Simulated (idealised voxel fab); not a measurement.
The process module presented herein is designated voxel transistor to metal.
Xsec cut, 155 nm wide, square cell size 5 nm.
Just so we're on the same page, the cross-sections are grids of square cells, and they're listed out in bands top to bottom, each band one or more rows deep. This entry defines a band. It first specifies the height of the band's top and the height of its bottom in nm, and then specifies the band's materials from left to right, stating each material with its width in nm. The word "edge to edge" identifies a single material that fills the band from edge to edge, while the word "empty" identifies empty space. Heights are reckoned from 0. Under this level, the received wafer is all of one material. The bottommost band is open-ended downward, for example "from 0 down". Graded width ("30 to 40"): value in top row of band = first number; value in bottom row = second number; row-to-row change constant. Take "same as before" at face value: in the step it is given for, the cross-section changed in none of its cells. Closed empty spaces (no open way to the top) of 8 cells or more are what "Closed-off voids" lists, each as width x height at distance from the left edge, nm for all three. Heads up: the bit after the settings on a step's line is the simulator's remark on that step. "overlay nm" denotes, for a step that has a mask, the displacement of the mask to the right of its planned place, with negative values corresponding to the left.

# This section lists the process steps that were planned
1) RECEIVE with material Si
2) CONFORMAL_DEP with material SiO2, thk nm 5
3) CONFORMAL_DEP with material SiN, thk nm 15
4) MASKED_ETCH with tone cover, mask id ACTIVE, width nm 120, etch materials SiN, depth nm 15, overlay nm 0
5) MASKED_ETCH with tone cover, mask id ACTIVE, width nm 120, etch materials SiO2, depth nm 5, overlay nm 0
6) MASKED_ETCH with tone cover, mask id ACTIVE, width nm 120, etch materials Si, depth nm 20, overlay nm 0
7) FILL_DEP with material SiO2, thk nm 5
8) CMP with height nm 20
9) SELECTIVE_ETCH with etch materials SiO2, depth nm 10
10) STRIP with etch materials SiN
11) SELECTIVE_ETCH with etch materials SiO2, depth nm 5
12) OXIDIZE with depth nm 5
13) DIRECTIONAL_DEP with material polySi, thk nm 20
14) DIRECTIONAL_DEP with material SiCN, thk nm 15
15) PATTERN with tone cover, mask id GATE, material resist, width nm 30, thk nm 15, overlay nm 0
16) DIRECTIONAL_ETCH with etch materials SiCN, depth nm 25
17) DIRECTIONAL_ETCH with etch materials polySi, depth nm 30
18) STRIP with etch materials resist
19) CONFORMAL_DEP with material SiN, thk nm 5
20) DIRECTIONAL_ETCH with etch materials SiN, depth nm 5
21) DIRECTIONAL_ETCH with etch materials SiO2, depth nm 5
22) DIRECTIONAL_ETCH with etch materials Si, depth nm 15
23) EPI with material SiGe, thk nm 15
24) FILL_DEP with material SiO2, thk nm 10
25) CMP with height nm 20
26) STRIP with etch materials polySi
27) SELECTIVE_ETCH with etch materials SiO2, depth nm 5
28) CONFORMAL_DEP with material HfO2, thk nm 5
29) CONFORMAL_DEP with material TiN, thk nm 5
30) FILL_DEP with material W, thk nm 10
31) CMP with height nm 15
32) DIRECTIONAL_DEP with material SiO2, thk nm 15
33) PATTERN with tone open, mask id CONTACT, material resist, width nm 20, pitch nm 80, thk nm 20, overlay nm 0
34) DIRECTIONAL_ETCH with etch materials SiO2, depth nm 35
35) STRIP with etch materials resist
36) CONFORMAL_DEP with material TiN, thk nm 5
37) FILL_DEP with material W, thk nm 5
38) CMP with height nm 30
39) DIRECTIONAL_DEP with material TiN, thk nm 5
40) DIRECTIONAL_DEP with material Ru, thk nm 25
41) MASKED_ETCH with tone cover, mask id METAL_1, width nm 20, pitch nm 80, etch materials Ru, depth nm 25, overlay nm 0
42) MASKED_ETCH with tone cover, mask id METAL_1, width nm 20, pitch nm 80, etch materials TiN, depth nm 5, overlay nm 0
43) FILL_DEP with material lowk, thk nm 10
44) CMP with height nm 60
45) CONFORMAL_DEP with material SiCN, thk nm 5
46) DIRECTIONAL_DEP with material SiO2, thk nm 35
47) MASKED_ETCH with tone open, mask id METAL_2, width nm 20, pitch nm 80, etch materials SiO2, depth nm 20, overlay nm 0
48) DIRECTIONAL_DEP with material aC, thk nm 10
49) PATTERN with tone open, mask id METAL_2_HOLES, material resist, width nm 15, pitch nm 80, thk nm 30, overlay nm 0
50) DIRECTIONAL_ETCH with etch materials aC, depth nm 10
51) STRIP with etch materials resist
52) DIRECTIONAL_ETCH with etch materials SiO2, depth nm 15
53) DIRECTIONAL_ETCH with etch materials SiCN, depth nm 5
54) STRIP with etch materials aC
55) CONFORMAL_DEP with material TiN, thk nm 5
56) FILL_DEP with material Cu, thk nm 10
57) CMP with height nm 100
58) CONFORMAL_DEP with material SiCN, thk nm 5

# Delivered wafer in cross-section: state after step 1
    from 0 down = Si edge to edge
    Closed-off voids: none

# The module was run from the start shown above using the plan shown above, but one mistake was made doing it; the resulting wafer cross-section is below
    from 105 to 100 = SiCN edge to edge
    from 100 to 85 = 25 of SiO2 / 5 of TiN / 10 of Cu / 5 of TiN / 60 of SiO2 / 5 of TiN / 10 of Cu / 5 of TiN / 30 of SiO2
    from 85 to 80 = 25 of SiO2 / 5 of TiN / 5 of Cu / 10 of TiN / 60 of SiO2 / 5 of TiN / 5 of Cu / 10 of TiN / 30 of SiO2
    from 80 to 70 = 25 of SiO2 / 5 of TiN / 5 of Cu / 5 of TiN / 65 of SiO2 / 5 of TiN / 5 of Cu / 5 of TiN / 35 of SiO2
    from 70 to 65 = 25 of SiO2 / 15 of TiN / 65 of SiO2 / 15 of TiN / 35 of SiO2
    from 65 to 60 = lowk edge to edge
    from 60 to 35 = 25 of lowk / 20 of Ru / 60 of lowk / 20 of Ru / 30 of lowk
    from 35 to 30 = 25 of lowk / 20 of TiN / 60 of lowk / 20 of TiN / 30 of lowk
    from 30 to 15 = 25 of SiO2 / 5 of TiN / 10 of W / 5 of TiN / 60 of SiO2 / 5 of TiN / 10 of W / 5 of TiN / 30 of SiO2
    from 15 to 10 = 25 of SiO2 / 5 of TiN / 5 of W / 10 of TiN / 10 of SiO2 / 5 of SiN / 5 of HfO2 / 5 of TiN / 10 of W / 5 of TiN / 5 of HfO2 / 5 of SiN / 10 of SiO2 / 10 of TiN / 5 of W / 5 of TiN / 30 of SiO2
    from 10 to 5 = 25 of SiO2 / 5 of TiN / 5 of W / 5 of TiN / 15 of SiGe / 5 of SiN / 5 of HfO2 / 5 of TiN / 10 of W / 5 of TiN / 5 of HfO2 / 5 of SiN / 15 of SiGe / 5 of TiN / 5 of W / 5 of TiN / 30 of SiO2
    from 5 to 0 = 10 of SiO2 / 5 of SiN / 10 of SiO2 / 5 of TiN / 5 of W / 5 of TiN / 15 of SiGe / 5 of SiN / 5 of HfO2 / 20 of TiN / 5 of HfO2 / 5 of SiN / 15 of SiGe / 5 of TiN / 5 of W / 5 of TiN / 10 of SiO2 / 5 of SiN / 15 of SiO2
    from 0 to -5 = 25 of SiO2 / 15 of TiN / 15 of SiGe / 40 of HfO2 / 15 of SiGe / 15 of TiN / 30 of SiO2
    from -5 to -20 = 15 of SiO2 / 40 of SiGe / 40 of Si / 40 of SiGe / 20 of SiO2
    from -20 down = Si edge to edge
    Closed-off voids: none
What was the processing mistake? step 45 ran with different settings than intended, the actual operation and settings being CONFORMAL_DEP with material lowk, thk nm 5
